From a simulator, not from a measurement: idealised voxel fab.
The process module that follows is named voxel gate over fins.
Square cells of 5 nm make up the cross-section cut, whose width is 280 nm.
A cross-section is a grid of square cells, given in bands from the top down. A band is one or more rows of cells.
Heads up on the band format: heights come first, top then bottom, in nm. After that it's the materials left to right, each with its width in nm. A single material flagged "full width" fills the whole band edge to edge, and "empty" means there's empty space there.
Measure heights from 0. That's the level where, below it, the as-received wafer is all one material. The lowest band is bottomless and extends downward; write it as in "0 and below".
The expression "30..40" gives the width at the extremes of the band, the first number at its top row of cells and the second at its bottom row, with the width changing by equal amounts from each row to the next in between.
A step reported as "changes: none" is a step in which no cell of the cross-section changed.
Enclosed voids (no open way to top), threshold 8 cells or more, entry "Closed voids list", notation width x height at distance, distance from left edge, nm.
Step line, after settings: the simulator's comment on this step.
When a step includes a mask, the "overlay nm" setting on its line states how far to the right of its planned place that mask lay, and negative values state how far to the left.

The following list gives the planned process steps
1) RECEIVE: material Si
2) CONFORMAL_DEP: material SiN, thk nm 5
3) DIRECTIONAL_DEP: material aC, thk nm 10
4) PATTERN: tone cover, mask id FINS, material resist, width nm 15, pitch nm 45, thk nm 25, overlay nm 0
5) DIRECTIONAL_ETCH: etch materials aC, depth nm 10
6) STRIP: etch materials resist
7) DIRECTIONAL_ETCH: etch materials SiN, depth nm 5
8) DIRECTIONAL_ETCH: etch materials Si, depth nm 30
9) STRIP: etch materials aC
10) FILL_DEP: material SiO2, thk nm 10
11) CMP: height nm 5
12) SELECTIVE_ETCH: etch materials SiO2, depth nm 20
13) STRIP: etch materials SiN
14) CONFORMAL_DEP: material HfO2, thk nm 5
15) CONFORMAL_DEP: material TiN, thk nm 5
16) CONFORMAL_DEP: material TiAl, thk nm 5
17) CONFORMAL_DEP: material TiN, thk nm 5
18) FILL_DEP: material W, thk nm 10
19) CMP: height nm 25
20) CONFORMAL_DEP: material SiCN, thk nm 10

Run as planned: first of two wafers

Cross-section of the wafer upon arrival, representing the state reached after step 1
- 0 and below: Si full width
- Closed voids list: none

Cross-section: wafer state after step 2
- 5 down to 0: SiN full width
- For the remainder of the cross-section, below 0, there is no change.

Cross-section: wafer state after step 3
- 15 down to 5: aC full width
- For the remainder of the cross-section, below 5, there is no change.

Cross-section: wafer state after step 4
- 40 down to 15: 65 of empty; 15 of resist; 30 of empty; 15 of resist; 30 of empty; 15 of resist; 30 of empty; 15 of resist; 65 of empty
- For the remainder of the cross-section, below 15, there is no change.

Cross-section: wafer state after step 5
- 30 down to 15: 65 of empty; 15 of resist; 30 of empty; 15 of resist; 30 of empty; 15 of resist; 30 of empty; 15 of resist; 65 of empty
- 15 down to 5: 65 of empty; 15 of aC; 30 of empty; 15 of aC; 30 of empty; 15 of aC; 30 of empty; 15 of aC; 65 of empty
- For the remainder of the cross-section, below 5, there is no change.

Cross-section: wafer state after step 6
- 15 down to 5: 65 of empty; 15 of aC; 30 of empty; 15 of aC; 30 of empty; 15 of aC; 30 of empty; 15 of aC; 65 of empty
- For the remainder of the cross-section, below 5, there is no change.

Cross-section: wafer state after step 7
- 15 down to 5: 65 of empty; 15 of aC; 30 of empty; 15 of aC; 30 of empty; 15 of aC; 30 of empty; 15 of aC; 65 of empty
- 5 down to 0: 65 of empty; 15 of SiN; 30 of empty; 15 of SiN; 30 of empty; 15 of SiN; 30 of empty; 15 of SiN; 65 of empty
- For the remainder of the cross-section, below 0, there is no change.

Cross-section: wafer state after step 8
- 15 down to 5: 65 of empty; 15 of aC; 30 of empty; 15 of aC; 30 of empty; 15 of aC; 30 of empty; 15 of aC; 65 of empty
- 5 down to 0: 65 of empty; 15 of SiN; 30 of empty; 15 of SiN; 30 of empty; 15 of SiN; 30 of empty; 15 of SiN; 65 of empty
- 0 down to -30: 65 of empty; 15 of Si; 30 of empty; 15 of Si; 30 of empty; 15 of Si; 30 of empty; 15 of Si; 65 of empty
- For the remainder of the cross-section, below -30, there is no change.

Cross-section: wafer state after step 9
- 5 down to 0: 65 of empty; 15 of SiN; 30 of empty; 15 of SiN; 30 of empty; 15 of SiN; 30 of empty; 15 of SiN; 65 of empty
- For the remainder of the cross-section, below 0, there is no change.

Cross-section: wafer state after step 10
- 15 down to 5: SiO2 full width
- 5 down to 0: 65 of SiO2; 15 of SiN; 30 of SiO2; 15 of SiN; 30 of SiO2; 15 of SiN; 30 of SiO2; 15 of SiN; 65 of SiO2
- 0 down to -30: 65 of SiO2; 15 of Si; 30 of SiO2; 15 of Si; 30 of SiO2; 15 of Si; 30 of SiO2; 15 of Si; 65 of SiO2
- For the remainder of the cross-section, below -30, there is no change.

Cross-section: wafer state after step 11
- 5 down to 0: 65 of SiO2; 15 of SiN; 30 of SiO2; 15 of SiN; 30 of SiO2; 15 of SiN; 30 of SiO2; 15 of SiN; 65 of SiO2
- For the remainder of the cross-section, below 0, there is no change.

Cross-section: wafer state after step 12
- 5 down to 0: 65 of empty; 15 of SiN; 30 of empty; 15 of SiN; 30 of empty; 15 of SiN; 30 of empty; 15 of SiN; 65 of empty
- 0 down to -15: 65 of empty; 15 of Si; 30 of empty; 15 of Si; 30 of empty; 15 of Si; 30 of empty; 15 of Si; 65 of empty
- For the remainder of the cross-section, below -15, there is no change.

Cross-section: wafer state after step 13
- 0 down to -15: 65 of empty; 15 of Si; 30 of empty; 15 of Si; 30 of empty; 15 of Si; 30 of empty; 15 of Si; 65 of empty
- For the remainder of the cross-section, below -15, there is no change.

Cross-section: wafer state after step 14
- 5 down to 0: 60 of empty; 25 of HfO2; 20 of empty; 25 of HfO2; 20 of empty; 25 of HfO2; 20 of empty; 25 of HfO2; 60 of empty
- 0 down to -10: 60 of empty; 5 of HfO2; 15 of Si; 5 of HfO2; 20 of empty; 5 of HfO2; 15 of Si; 5 of HfO2; 20 of empty; 5 of HfO2; 15 of Si; 5 of HfO2; 20 of empty; 5 of HfO2; 15 of Si; 5 of HfO2; 60 of empty
- -10 down to -15: 65 of HfO2; 15 of Si; 30 of HfO2; 15 of Si; 30 of HfO2; 15 of Si; 30 of HfO2; 15 of Si; 65 of HfO2
- For the remainder of the cross-section, below -15, there is no change.

Cross-section: wafer state after step 15
- 10 down to 5: 55 of empty; 35 of TiN; 10 of empty; 35 of TiN; 10 of empty; 35 of TiN; 10 of empty; 35 of TiN; 55 of empty
- 5 down to 0: 55 of empty; 5 of TiN; 25 of HfO2; 5 of TiN; 10 of empty; 5 of TiN; 25 of HfO2; 5 of TiN; 10 of empty; 5 of TiN; 25 of HfO2; 5 of TiN; 10 of empty; 5 of TiN; 25 of HfO2; 5 of TiN; 55 of empty
- 0 down to -5: 55 of empty; 5 of TiN; 5 of HfO2; 15 of Si; 5 of HfO2; 5 of TiN; 10 of empty; 5 of TiN; 5 of HfO2; 15 of Si; 5 of HfO2; 5 of TiN; 10 of empty; 5 of TiN; 5 of HfO2; 15 of Si; 5 of HfO2; 5 of TiN; 10 of empty; 5 of TiN; 5 of HfO2; 15 of Si; 5 of HfO2; 5 of TiN; 55 of empty
- -5 down to -10: 60 of TiN; 5 of HfO2; 15 of Si; 5 of HfO2; 20 of TiN; 5 of HfO2; 15 of Si; 5 of HfO2; 20 of TiN; 5 of HfO2; 15 of Si; 5 of HfO2; 20 of TiN; 5 of HfO2; 15 of Si; 5 of HfO2; 60 of TiN
- For the remainder of the cross-section, below -10, there is no change.

Cross-section: wafer state after step 16
- 15 down to 10: 50 of empty; 180 of TiAl; 50 of empty
- 10 down to 5: 50 of empty; 5 of TiAl; 35 of TiN; 10 of TiAl; 35 of TiN; 10 of TiAl; 35 of TiN; 10 of TiAl; 35 of TiN; 5 of TiAl; 50 of empty
- 5 down to 0: 50 of empty; 5 of TiAl; 5 of TiN; 25 of HfO2; 5 of TiN; 10 of TiAl; 5 of TiN; 25 of HfO2; 5 of TiN; 10 of TiAl; 5 of TiN; 25 of HfO2; 5 of TiN; 10 of TiAl; 5 of TiN; 25 of HfO2; 5 of TiN; 5 of TiAl; 50 of empty
- 0 down to -5: 55 of TiAl; 5 of TiN; 5 of HfO2; 15 of Si; 5 of HfO2; 5 of TiN; 10 of TiAl; 5 of TiN; 5 of HfO2; 15 of Si; 5 of HfO2; 5 of TiN; 10 of TiAl; 5 of TiN; 5 of HfO2; 15 of Si; 5 of HfO2; 5 of TiN; 10 of TiAl; 5 of TiN; 5 of HfO2; 15 of Si; 5 of HfO2; 5 of TiN; 55 of TiAl
- For the remainder of the cross-section, below -5, there is no change.

Cross-section: wafer state after step 17
- 20 down to 15: 45 of empty; 190 of TiN; 45 of empty
- 15 down to 10: 45 of empty; 5 of TiN; 180 of TiAl; 5 of TiN; 45 of empty
- 10 down to 5: 45 of empty; 5 of TiN; 5 of TiAl; 35 of TiN; 10 of TiAl; 35 of TiN; 10 of TiAl; 35 of TiN; 10 of TiAl; 35 of TiN; 5 of TiAl; 5 of TiN; 45 of empty
- 5 down to 0: 50 of TiN; 5 of TiAl; 5 of TiN; 25 of HfO2; 5 of TiN; 10 of TiAl; 5 of TiN; 25 of HfO2; 5 of TiN; 10 of TiAl; 5 of TiN; 25 of HfO2; 5 of TiN; 10 of TiAl; 5 of TiN; 25 of HfO2; 5 of TiN; 5 of TiAl; 50 of TiN
- For the remainder of the cross-section, below 0, there is no change.

Cross-section: wafer state after step 18
- 30 down to 20: W full width
- 20 down to 15: 45 of W; 190 of TiN; 45 of W
- 15 down to 10: 45 of W; 5 of TiN; 180 of TiAl; 5 of TiN; 45 of W
- 10 down to 5: 45 of W; 5 of TiN; 5 of TiAl; 35 of TiN; 10 of TiAl; 35 of TiN; 10 of TiAl; 35 of TiN; 10 of TiAl; 35 of TiN; 5 of TiAl; 5 of TiN; 45 of W
- For the remainder of the cross-section, below 5, there is no change.

Cross-section: wafer state after step 19
- 25 down to 20: W full width
- For the remainder of the cross-section, below 20, there is no change.

Cross-section: wafer state after step 20
- 35 down to 25: SiCN full width
- For the remainder of the cross-section, below 25, there is no change.

Wafer two of the pair: same origin, same plan, one error during the run; identical to wafer one up to and including step 3

Cross-section of the second wafer when, according to plan, step 4 should have finished
- 40 down to 15: 55 of empty; 15 of resist; 30 of empty; 15 of resist; 30 of empty; 15 of resist; 30 of empty; 15 of resist; 75 of empty
- For the remainder of the cross-section, below 15, there is no change.

Cross-section of the second wafer when, according to plan, step 5 should have finished
- 30 down to 15: 55 of empty; 15 of resist; 30 of empty; 15 of resist; 30 of empty; 15 of resist; 30 of empty; 15 of resist; 75 of empty
- 15 down to 5: 55 of empty; 15 of aC; 30 of empty; 15 of aC; 30 of empty; 15 of aC; 30 of empty; 15 of aC; 75 of empty
- For the remainder of the cross-section, below 5, there is no change.

Cross-section of the second wafer when, according to plan, step 6 should have finished
- 15 down to 5: 55 of empty; 15 of aC; 30 of empty; 15 of aC; 30 of empty; 15 of aC; 30 of empty; 15 of aC; 75 of empty
- For the remainder of the cross-section, below 5, there is no change.

Cross-section of the second wafer when, according to plan, step 7 should have finished
- 15 down to 5: 55 of empty; 15 of aC; 30 of empty; 15 of aC; 30 of empty; 15 of aC; 30 of empty; 15 of aC; 75 of empty
- 5 down to 0: 55 of empty; 15 of SiN; 30 of empty; 15 of SiN; 30 of empty; 15 of SiN; 30 of empty; 15 of SiN; 75 of empty
- For the remainder of the cross-section, below 0, there is no change.

Cross-section of the second wafer when, according to plan, step 8 should have finished
- 15 down to 5: 55 of empty; 15 of aC; 30 of empty; 15 of aC; 30 of empty; 15 of aC; 30 of empty; 15 of aC; 75 of empty
- 5 down to 0: 55 of empty; 15 of SiN; 30 of empty; 15 of SiN; 30 of empty; 15 of SiN; 30 of empty; 15 of SiN; 75 of empty
- 0 down to -30: 55 of empty; 15 of Si; 30 of empty; 15 of Si; 30 of empty; 15 of Si; 30 of empty; 15 of Si; 75 of empty
- For the remainder of the cross-section, below -30, there is no change.

Cross-section of the second wafer when, according to plan, step 9 should have finished
- 5 down to 0: 55 of empty; 15 of SiN; 30 of empty; 15 of SiN; 30 of empty; 15 of SiN; 30 of empty; 15 of SiN; 75 of empty
- For the remainder of the cross-section, below 0, there is no change.

Cross-section of the second wafer when, according to plan, step 10 should have finished
- 15 down to 5: SiO2 full width
- 5 down to 0: 55 of SiO2; 15 of SiN; 30 of SiO2; 15 of SiN; 30 of SiO2; 15 of SiN; 30 of SiO2; 15 of SiN; 75 of SiO2
- 0 down to -30: 55 of SiO2; 15 of Si; 30 of SiO2; 15 of Si; 30 of SiO2; 15 of Si; 30 of SiO2; 15 of Si; 75 of SiO2
- For the remainder of the cross-section, below -30, there is no change.

Cross-section of the second wafer when, according to plan, step 11 should have finished
- 5 down to 0: 55 of SiO2; 15 of SiN; 30 of SiO2; 15 of SiN; 30 of SiO2; 15 of SiN; 30 of SiO2; 15 of SiN; 75 of SiO2
- For the remainder of the cross-section, below 0, there is no change.

Cross-section of the second wafer when, according to plan, step 12 should have finished
- 5 down to 0: 55 of empty; 15 of SiN; 30 of empty; 15 of SiN; 30 of empty; 15 of SiN; 30 of empty; 15 of SiN; 75 of empty
- 0 down to -15: 55 of empty; 15 of Si; 30 of empty; 15 of Si; 30 of empty; 15 of Si; 30 of empty; 15 of Si; 75 of empty
- For the remainder of the cross-section, below -15, there is no change.

Cross-section of the second wafer when, according to plan, step 13 should have finished
- 0 down to -15: 55 of empty; 15 of Si; 30 of empty; 15 of Si; 30 of empty; 15 of Si; 30 of empty; 15 of Si; 75 of empty
- For the remainder of the cross-section, below -15, there is no change.

Cross-section of the second wafer when, according to plan, step 14 should have finished
- 5 down to 0: 50 of empty; 25 of HfO2; 20 of empty; 25 of HfO2; 20 of empty; 25 of HfO2; 20 of empty; 25 of HfO2; 70 of empty
- 0 down to -10: 50 of empty; 5 of HfO2; 15 of Si; 5 of HfO2; 20 of empty; 5 of HfO2; 15 of Si; 5 of HfO2; 20 of empty; 5 of HfO2; 15 of Si; 5 of HfO2; 20 of empty; 5 of HfO2; 15 of Si; 5 of HfO2; 70 of empty
- -10 down to -15: 55 of HfO2; 15 of Si; 30 of HfO2; 15 of Si; 30 of HfO2; 15 of Si; 30 of HfO2; 15 of Si; 75 of HfO2
- For the remainder of the cross-section, below -15, there is no change.

Cross-section of the second wafer when, according to plan, step 15 should have finished
- 10 down to 5: 45 of empty; 35 of TiN; 10 of empty; 35 of TiN; 10 of empty; 35 of TiN; 10 of empty; 35 of TiN; 65 of empty
- 5 down to 0: 45 of empty; 5 of TiN; 25 of HfO2; 5 of TiN; 10 of empty; 5 of TiN; 25 of HfO2; 5 of TiN; 10 of empty; 5 of TiN; 25 of HfO2; 5 of TiN; 10 of empty; 5 of TiN; 25 of HfO2; 5 of TiN; 65 of empty
- 0 down to -5: 45 of empty; 5 of TiN; 5 of HfO2; 15 of Si; 5 of HfO2; 5 of TiN; 10 of empty; 5 of TiN; 5 of HfO2; 15 of Si; 5 of HfO2; 5 of TiN; 10 of empty; 5 of TiN; 5 of HfO2; 15 of Si; 5 of HfO2; 5 of TiN; 10 of empty; 5 of TiN; 5 of HfO2; 15 of Si; 5 of HfO2; 5 of TiN; 65 of empty
- -5 down to -10: 50 of TiN; 5 of HfO2; 15 of Si; 5 of HfO2; 20 of TiN; 5 of HfO2; 15 of Si; 5 of HfO2; 20 of TiN; 5 of HfO2; 15 of Si; 5 of HfO2; 20 of TiN; 5 of HfO2; 15 of Si; 5 of HfO2; 70 of TiN
- For the remainder of the cross-section, below -10, there is no change.

Cross-section of the second wafer when, according to plan, step 16 should have finished
- 15 down to 10: 40 of empty; 180 of TiAl; 60 of empty
- 10 down to 5: 40 of empty; 5 of TiAl; 35 of TiN; 10 of TiAl; 35 of TiN; 10 of TiAl; 35 of TiN; 10 of TiAl; 35 of TiN; 5 of TiAl; 60 of empty
- 5 down to 0: 40 of empty; 5 of TiAl; 5 of TiN; 25 of HfO2; 5 of TiN; 10 of TiAl; 5 of TiN; 25 of HfO2; 5 of TiN; 10 of TiAl; 5 of TiN; 25 of HfO2; 5 of TiN; 10 of TiAl; 5 of TiN; 25 of HfO2; 5 of TiN; 5 of TiAl; 60 of empty
- 0 down to -5: 45 of TiAl; 5 of TiN; 5 of HfO2; 15 of Si; 5 of HfO2; 5 of TiN; 10 of TiAl; 5 of TiN; 5 of HfO2; 15 of Si; 5 of HfO2; 5 of TiN; 10 of TiAl; 5 of TiN; 5 of HfO2; 15 of Si; 5 of HfO2; 5 of TiN; 10 of TiAl; 5 of TiN; 5 of HfO2; 15 of Si; 5 of HfO2; 5 of TiN; 65 of TiAl
- For the remainder of the cross-section, below -5, there is no change.

Cross-section of the second wafer when, according to plan, step 17 should have finished
- 20 down to 15: 35 of empty; 190 of TiN; 55 of empty
- 15 down to 10: 35 of empty; 5 of TiN; 180 of TiAl; 5 of TiN; 55 of empty
- 10 down to 5: 35 of empty; 5 of TiN; 5 of TiAl; 35 of TiN; 10 of TiAl; 35 of TiN; 10 of TiAl; 35 of TiN; 10 of TiAl; 35 of TiN; 5 of TiAl; 5 of TiN; 55 of empty
- 5 down to 0: 40 of TiN; 5 of TiAl; 5 of TiN; 25 of HfO2; 5 of TiN; 10 of TiAl; 5 of TiN; 25 of HfO2; 5 of TiN; 10 of TiAl; 5 of TiN; 25 of HfO2; 5 of TiN; 10 of TiAl; 5 of TiN; 25 of HfO2; 5 of TiN; 5 of TiAl; 60 of TiN
- For the remainder of the cross-section, below 0, there is no change.

Cross-section of the second wafer when, according to plan, step 18 should have finished
- 30 down to 20: W full width
- 20 down to 15: 35 of W; 190 of TiN; 55 of W
- 15 down to 10: 35 of W; 5 of TiN; 180 of TiAl; 5 of TiN; 55 of W
- 10 down to 5: 35 of W; 5 of TiN; 5 of TiAl; 35 of TiN; 10 of TiAl; 35 of TiN; 10 of TiAl; 35 of TiN; 10 of TiAl; 35 of TiN; 5 of TiAl; 5 of TiN; 55 of W
- For the remainder of the cross-section, below 5, there is no change.

Cross-section of the second wafer when, according to plan, step 19 should have finished
- 25 down to 20: W full width
- For the remainder of the cross-section, below 20, there is no change.

Cross-section of the second wafer when, according to plan, step 20 should have finished
- 35 down to 25: SiCN full width
- For the remainder of the cross-section, below 25, there is no change.
Deviation noted in wafer processing: rather than as planned, step 4 actually ran as PATTERN: tone cover, mask id FINS, material resist, width nm 15, pitch nm 45, thk nm 25, overlay nm -10
Both wafers, final: cells per material equal; arrangement not.
